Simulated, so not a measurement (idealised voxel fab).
Documented hereafter: the process module known as voxel quadruple lines.
cross-section cut | 220 nm wide | cells 5 nm
A cross-section is a grid of square cells, given in bands from the top down. A band is one or more rows of cells. First you get the band's top height and its bottom height, in nm, and then the materials it's made of, left to right, with each width in nm. If you see a single material with "throughout", that one covers the band edge to edge. "air" is empty space. We count height from 0. Below that, the starting wafer is all one material. The lowest band never ends at the bottom but goes on down; see "0 and below" for how that is written. Think of "30..40" as a width that walks from the first number to the second as you go down the band, top row to bottom row, taking equal-sized steps from row to row. A step reported as "nothing was modified" is a step in which no cell of the cross-section changed. Basically, "Unvented voids" tells you about the enclosed voids: empty spaces with no open way to the top, 8 cells or bigger, each written width x height at distance, where distance is from the left edge, all in nm. On a step's line, text after the settings is the simulator commenting on that step. "overlay nm" answers the question of how far to the right of plan the mask lay on a step that has a mask, and when it is negative the answer is to the left.
Process steps - plan:
- 1: RECEIVE: material Si
- 2: CONFORMAL_DEP: material SiO2, thk nm 5
- 3: DIRECTIONAL_DEP: material W, thk nm 15
- 4: DIRECTIONAL_DEP: material polySi, thk nm 20
- 5: DIRECTIONAL_DEP: material aC, thk nm 20
- 6: PATTERN: tone cover, mask id MANDREL, material resist, width nm 25, thk nm 30, overlay nm 0
- 7: DIRECTIONAL_ETCH: etch materials aC, depth nm 20
- 8: STRIP: etch materials resist
- 9: CONFORMAL_DEP: material SiO2, thk nm 15
- 10: DIRECTIONAL_ETCH: etch materials SiO2, depth nm 15
- 11: STRIP: etch materials aC
- 12: DIRECTIONAL_ETCH: etch materials polySi, depth nm 20
- 13: STRIP: etch materials SiO2
- 14: CONFORMAL_DEP: material SiCN, thk nm 5
- 15: DIRECTIONAL_ETCH: etch materials SiCN, depth nm 5
- 16: STRIP: etch materials polySi
- 17: DIRECTIONAL_ETCH: etch materials W, depth nm 15
- 18: STRIP: etch materials SiCN
- 19: FILL_DEP: material lowk, thk nm 10
- 20: CMP: height nm 20
Incoming wafer in cross-section (state: after step 1):
  0 and below  Si throughout
  Unvented voids: none
Cross-section, end of module. Start: as above. Plan: as above. Execution: one mistake:
  20 down to 15  lowk throughout
  15 down to 5  lowk (75), W (5), lowk (15), W (5), lowk (15), W (5), lowk (15), W (5), lowk (80)
  5 down to 0  SiO2 throughout
  0 and below  Si throughout
  Unvented voids: none
What was the processing mistake? note that step 3 departed from the planned setting and was carried out as DIRECTIONAL_DEP: material W, thk nm 10
